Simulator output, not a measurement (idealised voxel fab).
process module | voxel transistor to metal
Cross-section cut spans 190 nm and uses square cells 5 nm in size.
Cross-section layout: square cells on a grid; listed as bands, top to bottom; a band spans one or more cell rows. Heads up on the band format: heights come first, top then bottom, in nm. After that it's the materials left to right, each with its width in nm. A single material flagged "edge to edge" fills the whole band edge to edge, and "empty" means there's empty space there. Below 0: as-received wafer, all one material; heights counted from there. Lowest band: no bottom, goes on down, written "z 0 and below". A two-number width, for instance "30 to 40", indicates that the width is equal to the first number in the top row of the band and to the second number in the bottom row, and that it changes by a constant amount per row of cells. Basically "left unchanged" means that step didn't change any cell in the cross-section. Reported under the label "Cavities, sealed" are the empty spaces having no open way to the top and comprising 8 cells or more; the notation for each is width x height at distance, in which the distance is measured from the left edge and all three values are in nm. If you see something after the settings on a step's line, that's the simulator's own remark about that step. overlay nm: mask offset rightward from planned place, masked step; negative means leftward offset.

## List of planned process steps
step 1: RECEIVE (material Si)
step 2: CONFORMAL_DEP (material SiO2; thk nm 5)
step 3: CONFORMAL_DEP (material SiN; thk nm 15)
step 4: PATTERN (tone cover; mask id ACTIVE; material resist; width nm 115; thk nm 20; overlay nm 0)
step 5: DIRECTIONAL_ETCH (etch materials SiN; depth nm 15)
step 6: DIRECTIONAL_ETCH (etch materials SiO2; depth nm 5)
step 7: DIRECTIONAL_ETCH (etch materials Si; depth nm 35)
step 8: STRIP (etch materials resist)
step 9: FILL_DEP (material SiO2; thk nm 10)
step 10: CMP (height nm 20)
step 11: SELECTIVE_ETCH (etch materials SiO2; depth nm 15)
step 12: STRIP (etch materials SiN)
step 13: SELECTIVE_ETCH (etch materials SiO2; depth nm 5)
step 14: OXIDIZE (depth nm 5)
step 15: DIRECTIONAL_DEP (material polySi; thk nm 25)
step 16: DIRECTIONAL_DEP (material SiCN; thk nm 15)
step 17: DIRECTIONAL_DEP (material aC; thk nm 15)
step 18: PATTERN (tone cover; mask id GATE; material resist; width nm 25; thk nm 30; overlay nm 0)
step 19: DIRECTIONAL_ETCH (etch materials aC; depth nm 15)
step 20: STRIP (etch materials resist)
step 21: DIRECTIONAL_ETCH (etch materials SiCN; depth nm 25)
step 22: DIRECTIONAL_ETCH (etch materials polySi; depth nm 35)
step 23: STRIP (etch materials aC)
step 24: CONFORMAL_DEP (material SiO2; thk nm 5)
step 25: DIRECTIONAL_ETCH (etch materials SiO2; depth nm 5)
step 26: CONFORMAL_DEP (material SiN; thk nm 10)
step 27: DIRECTIONAL_ETCH (etch materials SiN; depth nm 10)
step 28: DIRECTIONAL_ETCH (etch materials SiO2; depth nm 5)
step 29: EPI (material nSi; thk nm 5)
step 30: FILL_DEP (material SiO2; thk nm 10)
step 31: CMP (height nm 40)
step 32: DIRECTIONAL_DEP (material SiO2; thk nm 10)
step 33: DIRECTIONAL_DEP (material aC; thk nm 10)
step 34: PATTERN (tone open; mask id CONTACT; material resist; width nm 20; pitch nm 75; thk nm 25; overlay nm 0)
step 35: DIRECTIONAL_ETCH (etch materials aC; depth nm 10)
step 36: STRIP (etch materials resist)
step 37: DIRECTIONAL_ETCH (etch materials SiO2; depth nm 50)
step 38: STRIP (etch materials aC)
step 39: CONFORMAL_DEP (material TiN; thk nm 5)
step 40: FILL_DEP (material Ru; thk nm 5)
step 41: CMP (height nm 50)
step 42: DIRECTIONAL_DEP (material TiN; thk nm 5)
step 43: DIRECTIONAL_DEP (material W; thk nm 20)
step 44: MASKED_ETCH (tone cover; mask id METAL_1; width nm 15; pitch nm 75; etch materials W; depth nm 20; overlay nm 0)
step 45: MASKED_ETCH (tone cover; mask id METAL_1; width nm 20; pitch nm 75; etch materials TiN; depth nm 5; overlay nm 0)
step 46: FILL_DEP (material SiO2; thk nm 5)
step 47: CMP (height nm 75)
step 48: CONFORMAL_DEP (material SiCN; thk nm 5)
step 49: DIRECTIONAL_DEP (material lowk; thk nm 35)
step 50: MASKED_ETCH (tone open; mask id METAL_2; width nm 20; pitch nm 75; etch materials lowk; depth nm 20; overlay nm 0)
step 51: PATTERN (tone open; mask id METAL_2_HOLES; material resist; width nm 15; pitch nm 75; thk nm 15; overlay nm 0)
step 52: DIRECTIONAL_ETCH (etch materials lowk; depth nm 15)
step 53: DIRECTIONAL_ETCH (etch materials SiCN; depth nm 5)
step 54: STRIP (etch materials resist)
step 55: CONFORMAL_DEP (material TiN; thk nm 5)
step 56: FILL_DEP (material Ru; thk nm 10)
step 57: CMP (height nm 115)
step 58: CONFORMAL_DEP (material SiCN; thk nm 5)
The value of width nm given for step 44 in the plan refers to the first wafer; the wafers vary in this setting and are alike at the start.

## As-received cross-section, first of several wafers, post step 1
> z 0 and below | Si edge to edge
> Cavities, sealed: none

## Per-wafer rows below. For each material: cells gained (+) or lost (-) since the wafer was received, as of end of module. Then: closed voids
width nm 15; +56 Ru; -128 Si; +85 SiCN; +32 SiN; +500 SiO2; +88 TiN; +24 W; +216 lowk; +14 nSi; +25 polySi; Cavities, sealed: none
width nm 20; +56 Ru; -128 Si; +85 SiCN; +32 SiN; +492 SiO2; +88 TiN; +32 W; +216 lowk; +14 nSi; +25 polySi; Cavities, sealed: none
width nm 25; +56 Ru; -128 Si; +85 SiCN; +32 SiN; +482 SiO2; +90 TiN; +40 W; +216 lowk; +14 nSi; +25 polySi; Cavities, sealed: none
width nm 30; +56 Ru; -128 Si; +85 SiCN; +32 SiN; +472 SiO2; +92 TiN; +48 W; +216 lowk; +14 nSi; +25 polySi; Cavities, sealed: none
width nm 35; +56 Ru; -128 Si; +85 SiCN; +32 SiN; +462 SiO2; +94 TiN; +56 W; +216 lowk; +14 nSi; +25 polySi; Cavities, sealed: none
